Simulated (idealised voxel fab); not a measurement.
You're looking at the process module voxel air gaps.
Xsec cut, 255 nm wide, square cell size 5 nm.
When this document writes out a cross-section, it uses a grid of square cells and lists it as bands, beginning at the top and moving down, with a band standing for one or more rows of cells. Heads up on the band format: heights come first, top then bottom, in nm. After that it's the materials left to right, each with its width in nm. A single material flagged "edge to edge" fills the whole band edge to edge, and "empty" means there's empty space there. Ref level 0: as-received wafer is one material below here. Bottom band extends down with no lower bound ("z 0 and below"). A width such as "30->40" changes by the same amount from each row of cells to the next, from the band's top row to its bottom row. "changes: none" for a step: no cell of the cross-section changed in that step. If an empty space has no open way to the top and is at least 8 cells in size, "Closed void entries" lists it, written width x height at distance, where distance is measured from the left edge and every value is in nm. Read whatever lies past the settings on a step's line as the simulator's own remark about the step. overlay nm: mask right of planned place by this much (step with mask). Neg. = left.

[Here's what the planned process steps look like]
1. RECEIVE | material Si
2. CONFORMAL_DEP | material SiO2 | thk nm 15
3. CONFORMAL_DEP | material SiN | thk nm 5
4. DIRECTIONAL_DEP | material lowk | thk nm 35
5. DIRECTIONAL_DEP | material aC | thk nm 10
6. PATTERN | tone open | mask id LINES | material resist | width nm 25 | pitch nm 55 | thk nm 25 | overlay nm 0
7. DIRECTIONAL_ETCH | etch materials aC | depth nm 10
8. STRIP | etch materials resist
9. DIRECTIONAL_ETCH | etch materials lowk | depth nm 35
10. STRIP | etch materials aC
11. CONFORMAL_DEP | material TiN | thk nm 5
12. FILL_DEP | material W | thk nm 5
13. CMP | height nm 55
14. EPI | material Ru | thk nm 10
15. SELECTIVE_ETCH | etch materials lowk | depth nm 45
16. CONFORMAL_DEP | material SiN | thk nm 5

[On the first of the two wafers: run conducted according to plan]

[Incoming wafer in cross-section (state: after step 1)]
- z 0 and below | Si edge to edge
- Closed void entries: none

[Wafer xsec, post step 2]
- z 15 to 0 | SiO2 edge to edge
- Nothing below the height 0 has changed.

[Wafer xsec, post step 3]
- z 20 to 15 | SiN edge to edge
- Nothing below the height 15 has changed.

[Wafer xsec, post step 4]
- z 55 to 20 | lowk edge to edge
- Nothing below the height 20 has changed.

[Wafer xsec, post step 5]
- z 65 to 55 | aC edge to edge
- Nothing below the height 55 has changed.

[Wafer xsec, post step 6]
- z 90 to 65 | resist=60  empty=25  resist=30  empty=25  resist=30  empty=25  resist=60
- Nothing below the height 65 has changed.

[Wafer xsec, post step 7]
- z 80 to 65 | resist=60  empty=25  resist=30  empty=25  resist=30  empty=25  resist=60
- z 65 to 55 | aC=60  empty=25  aC=30  empty=25  aC=30  empty=25  aC=60
- Nothing below the height 55 has changed.

[Wafer xsec, post step 8]
- z 65 to 55 | aC=60  empty=25  aC=30  empty=25  aC=30  empty=25  aC=60
- Nothing below the height 55 has changed.

[Wafer xsec, post step 9]
- z 65 to 55 | aC=60  empty=25  aC=30  empty=25  aC=30  empty=25  aC=60
- z 55 to 20 | lowk=60  empty=25  lowk=30  empty=25  lowk=30  empty=25  lowk=60
- Nothing below the height 20 has changed.

[Wafer xsec, post step 10]
- z 55 to 20 | lowk=60  empty=25  lowk=30  empty=25  lowk=30  empty=25  lowk=60
- Nothing below the height 20 has changed.

[Wafer xsec, post step 11]
- z 60 to 55 | TiN=65  empty=15  TiN=40  empty=15  TiN=40  empty=15  TiN=65
- z 55 to 25 | lowk=60  TiN=5  empty=15  TiN=5  lowk=30  TiN=5  empty=15  TiN=5  lowk=30  TiN=5  empty=15  TiN=5  lowk=60
- z 25 to 20 | lowk=60  TiN=25  lowk=30  TiN=25  lowk=30  TiN=25  lowk=60
- Nothing below the height 20 has changed.

[Wafer xsec, post step 12]
- z 65 to 60 | W edge to edge
- z 60 to 55 | TiN=65  W=15  TiN=40  W=15  TiN=40  W=15  TiN=65
- z 55 to 25 | lowk=60  TiN=5  W=15  TiN=5  lowk=30  TiN=5  W=15  TiN=5  lowk=30  TiN=5  W=15  TiN=5  lowk=60
- Nothing below the height 25 has changed.

[Wafer xsec, post step 13]
- z 55 to 25 | lowk=60  TiN=5  W=15  TiN=5  lowk=30  TiN=5  W=15  TiN=5  lowk=30  TiN=5  W=15  TiN=5  lowk=60
- Nothing below the height 25 has changed.

[Wafer xsec, post step 14]
- z 65 to 55 | empty=50  Ru=45  empty=10  Ru=45  empty=10  Ru=45  empty=50
- Nothing below the height 55 has changed.

[Wafer xsec, post step 15]
- z 65 to 55 | empty=50  Ru=45  empty=10  Ru=45  empty=10  Ru=45  empty=50
- z 55 to 25 | empty=60  TiN=5  W=15  TiN=5  empty=30  TiN=5  W=15  TiN=5  empty=30  TiN=5  W=15  TiN=5  empty=60
- z 25 to 20 | empty=60  TiN=25  empty=30  TiN=25  empty=30  TiN=25  empty=60
- Nothing below the height 20 has changed.

[Wafer xsec, post step 16]
- z 70 to 65 | empty=45  SiN=165  empty=45
- z 65 to 55 | empty=45  SiN=5  Ru=45  SiN=10  Ru=45  SiN=10  Ru=45  SiN=5  empty=45
- z 55 to 50 | empty=45  SiN=15  TiN=5  W=15  TiN=5  SiN=30  TiN=5  W=15  TiN=5  SiN=30  TiN=5  W=15  TiN=5  SiN=15  empty=45
- z 50 to 25 | empty=55  SiN=5  TiN=5  W=15  TiN=5  SiN=5  empty=20  SiN=5  TiN=5  W=15  TiN=5  SiN=5  empty=20  SiN=5  TiN=5  W=15  TiN=5  SiN=5  empty=55
- z 25 to 20 | SiN=60  TiN=25  SiN=30  TiN=25  SiN=30  TiN=25  SiN=60
- Nothing below the height 20 has changed.
- Closed void entries: 20 x 25 at 90; 20 x 25 at 145

[What follows concerns the second wafer, which started out like the first and was meant to follow the very same plan; one mistake crept in when it was run, but everything up to and including step 5 is the same as for the first wafer]

[Second wafer shown in cross-section at the time step 6 was slated to end]
- z 90 to 65 | resist=65  empty=15  resist=40  empty=15  resist=40  empty=15  resist=65
- Nothing below the height 65 has changed.

[Second wafer shown in cross-section at the time step 7 was slated to end]
- z 80 to 65 | resist=65  empty=15  resist=40  empty=15  resist=40  empty=15  resist=65
- z 65 to 55 | aC=65  empty=15  aC=40  empty=15  aC=40  empty=15  aC=65
- Nothing below the height 55 has changed.

[Second wafer shown in cross-section at the time step 8 was slated to end]
- z 65 to 55 | aC=65  empty=15  aC=40  empty=15  aC=40  empty=15  aC=65
- Nothing below the height 55 has changed.

[Second wafer shown in cross-section at the time step 9 was slated to end]
- z 65 to 55 | aC=65  empty=15  aC=40  empty=15  aC=40  empty=15  aC=65
- z 55 to 20 | lowk=65  empty=15  lowk=40  empty=15  lowk=40  empty=15  lowk=65
- Nothing below the height 20 has changed.

[Second wafer shown in cross-section at the time step 10 was slated to end]
- z 55 to 20 | lowk=65  empty=15  lowk=40  empty=15  lowk=40  empty=15  lowk=65
- Nothing below the height 20 has changed.

[Second wafer shown in cross-section at the time step 11 was slated to end]
- z 60 to 55 | TiN=70  empty=5  TiN=50  empty=5  TiN=50  empty=5  TiN=70
- z 55 to 25 | lowk=65  TiN=5  empty=5  TiN=5  lowk=40  TiN=5  empty=5  TiN=5  lowk=40  TiN=5  empty=5  TiN=5  lowk=65
- z 25 to 20 | lowk=65  TiN=15  lowk=40  TiN=15  lowk=40  TiN=15  lowk=65
- Nothing below the height 20 has changed.

[Second wafer shown in cross-section at the time step 12 was slated to end]
- z 65 to 60 | W edge to edge
- z 60 to 55 | TiN=70  W=5  TiN=50  W=5  TiN=50  W=5  TiN=70
- z 55 to 25 | lowk=65  TiN=5  W=5  TiN=5  lowk=40  TiN=5  W=5  TiN=5  lowk=40  TiN=5  W=5  TiN=5  lowk=65
- Nothing below the height 25 has changed.

[Second wafer shown in cross-section at the time step 13 was slated to end]
- z 55 to 25 | lowk=65  TiN=5  W=5  TiN=5  lowk=40  TiN=5  W=5  TiN=5  lowk=40  TiN=5  W=5  TiN=5  lowk=65
- Nothing below the height 25 has changed.

[Second wafer shown in cross-section at the time step 14 was slated to end]
- z 65 to 55 | empty=55  Ru=35  empty=20  Ru=35  empty=20  Ru=35  empty=55
- Nothing below the height 55 has changed.

[Second wafer shown in cross-section at the time step 15 was slated to end]
- z 65 to 55 | empty=55  Ru=35  empty=20  Ru=35  empty=20  Ru=35  empty=55
- z 55 to 25 | empty=65  TiN=5  W=5  TiN=5  empty=40  TiN=5  W=5  TiN=5  empty=40  TiN=5  W=5  TiN=5  empty=65
- z 25 to 20 | empty=65  TiN=15  empty=40  TiN=15  empty=40  TiN=15  empty=65
- Nothing below the height 20 has changed.

[Second wafer shown in cross-section at the time step 16 was slated to end]
- z 70 to 65 | empty=50  SiN=45  empty=10  SiN=45  empty=10  SiN=45  empty=50
- z 65 to 55 | empty=50  SiN=5  Ru=35  SiN=5  empty=10  SiN=5  Ru=35  SiN=5  empty=10  SiN=5  Ru=35  SiN=5  empty=50
- z 55 to 50 | empty=50  SiN=15  TiN=5  W=5  TiN=5  SiN=15  empty=10  SiN=15  TiN=5  W=5  TiN=5  SiN=15  empty=10  SiN=15  TiN=5  W=5  TiN=5  SiN=15  empty=50
- z 50 to 25 | empty=60  SiN=5  TiN=5  W=5  TiN=5  SiN=5  empty=30  SiN=5  TiN=5  W=5  TiN=5  SiN=5  empty=30  SiN=5  TiN=5  W=5  TiN=5  SiN=5  empty=60
- z 25 to 20 | SiN=65  TiN=15  SiN=40  TiN=15  SiN=40  TiN=15  SiN=65
- Nothing below the height 20 has changed.
Want to know what went wrong? the process deviated at step 6: the operation and settings actually run there were PATTERN | tone open | mask id LINES | material resist | width nm 15 | pitch nm 55 | thk nm 25 | overlay nm 0
Looking at both finished wafers in cells, the second ends up ahead of or behind the first on some materials: 12 fewer of Ru; 6 fewer of TiN; 36 fewer of W
Wafer, first: 2 closed voids at end. Wafer, second: 0.
